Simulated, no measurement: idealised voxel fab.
Name of the process module below: voxel capacitor over wiring
Xsec cut, 165 nm wide, square cell size 5 nm.
Reading order for cross-sections: top band down to bottom band. Underlying form: a grid of square cells. Band size: one or more rows of cells. Quick guide to a band line: top height, bottom height (nm) up front; then every material left to right with its width in nm. Only one material and it's marked "edge to edge"? Then it fills the band edge to edge. And "empty" just means empty space. Zero point of the height axis is 0; under it, received wafer = one material. Lowest band: continues down indefinitely, "from 0 down". The notation "30 to 40" denotes a width that varies across the rows of cells in the band, beginning at the first number in the top row, finishing at the second number in the bottom row, and changing by an identical amount from each row to the next. Given "remains unaltered" for a step, no cell of the cross-section differs between before and after that step. Listed in "Sealed-off cavities": every empty space of 8 or more cells without an open way to the top. Form: width x height at distance, the distance being from the left edge, all in nm. It should be noted that, on the line of a given step, the content following the step's settings is a remark produced by the simulator itself with respect to that step. A step line may carry the setting "overlay nm", which, for steps involving a mask, states the distance by which the mask lay to the right of its intended position; negative values denote displacement to the left.

Planned process steps:
1: RECEIVE with material Si
2: CONFORMAL_DEP with material SiO2, thk nm 15
3: DIRECTIONAL_DEP with material TiN, thk nm 5
4: DIRECTIONAL_DEP with material W, thk nm 15
5: PATTERN with tone cover, mask id METAL_1, material resist, width nm 30, pitch nm 90, thk nm 20, overlay nm 0
6: DIRECTIONAL_ETCH with etch materials W, depth nm 15
7: DIRECTIONAL_ETCH with etch materials TiN, depth nm 5
8: STRIP with etch materials resist
9: CONFORMAL_DEP with material SiN, thk nm 5
10: FILL_DEP with material lowk, thk nm 5
11: CMP with height nm 35
12: CONFORMAL_DEP with material SiCN, thk nm 5
13: DIRECTIONAL_DEP with material lowk, thk nm 10
14: PATTERN with tone open, mask id PLUG_1, material resist, width nm 15, thk nm 15, overlay nm 0
15: DIRECTIONAL_ETCH with etch materials lowk, depth nm 10
16: DIRECTIONAL_ETCH with etch materials SiCN, depth nm 5
17: STRIP with etch materials resist
18: CONFORMAL_DEP with material TiN, thk nm 5
19: FILL_DEP with material Cu, thk nm 5
20: CMP with height nm 50
21: DIRECTIONAL_DEP with material TiN, thk nm 10
22: DIRECTIONAL_DEP with material SiN, thk nm 5
23: DIRECTIONAL_DEP with material TiN, thk nm 5
24: MASKED_ETCH with tone cover, mask id UPPER_PLATE, width nm 65, etch materials TiN, depth nm 5, overlay nm 0
25: MASKED_ETCH with tone cover, mask id UPPER_PLATE, width nm 65, etch materials SiN, depth nm 5, overlay nm 0
26: DIRECTIONAL_DEP with material aC, thk nm 10
27: PATTERN with tone cover, mask id LOWER_PLATE, material resist, width nm 75, thk nm 30, overlay nm 0
28: DIRECTIONAL_ETCH with etch materials aC, depth nm 10
29: STRIP with etch materials resist
30: DIRECTIONAL_ETCH with etch materials TiN, depth nm 10
31: STRIP with etch materials aC
32: FILL_DEP with material SiO2, thk nm 20
33: CMP with height nm 85
34: DIRECTIONAL_DEP with material aC, thk nm 10
35: PATTERN with tone open, mask id PLUG_2, material resist, width nm 15, thk nm 25, overlay nm 0
36: DIRECTIONAL_ETCH with etch materials aC, depth nm 10
37: STRIP with etch materials resist
38: DIRECTIONAL_ETCH with etch materials SiO2, depth nm 15
39: STRIP with etch materials aC
40: CONFORMAL_DEP with material TiN, thk nm 5
41: FILL_DEP with material Cu, thk nm 10
42: CMP with height nm 85
43: CONFORMAL_DEP with material SiN, thk nm 5

As-received state of the wafer in cross-section, equivalent to post-step 1:
- from 0 down = Si edge to edge
- Sealed-off cavities: none

Final cross-section, module run with one mistake (start and plan as above):
- from 90 to 85 = SiN edge to edge
- from 85 to 75 = 45 nm SiO2, 5 nm TiN, 5 nm Cu, 5 nm TiN, 105 nm SiO2
- from 75 to 65 = 45 to 35 nm SiO2, 15 to 70 nm TiN, 105 to 60 nm SiO2
- from 65 to 60 = 35 nm SiO2, 70 nm SiN, 60 nm SiO2
- from 60 to 50 = 30 nm SiO2, 75 nm TiN, 60 nm SiO2
- from 50 to 40 = 35 nm lowk, 5 nm TiN, 5 nm Cu, 5 nm TiN, 115 nm lowk
- from 40 to 35 = 35 nm SiCN, 15 nm TiN, 115 nm SiCN
- from 35 to 20 = 15 nm lowk, 5 nm SiN, 30 nm W, 5 nm SiN, 50 nm lowk, 5 nm SiN, 30 nm W, 5 nm SiN, 20 nm lowk
- from 20 to 15 = 20 nm SiN, 30 nm TiN, 60 nm SiN, 30 nm TiN, 25 nm SiN
- from 15 to 0 = SiO2 edge to edge
- from 0 down = Si edge to edge
- Sealed-off cavities: none
Here's what went sideways: step 24 was run on a setting that differed from the plan, and what really ran there is MASKED_ETCH with tone cover, mask id UPPER_PLATE, width nm 70, etch materials TiN, depth nm 5, overlay nm 0
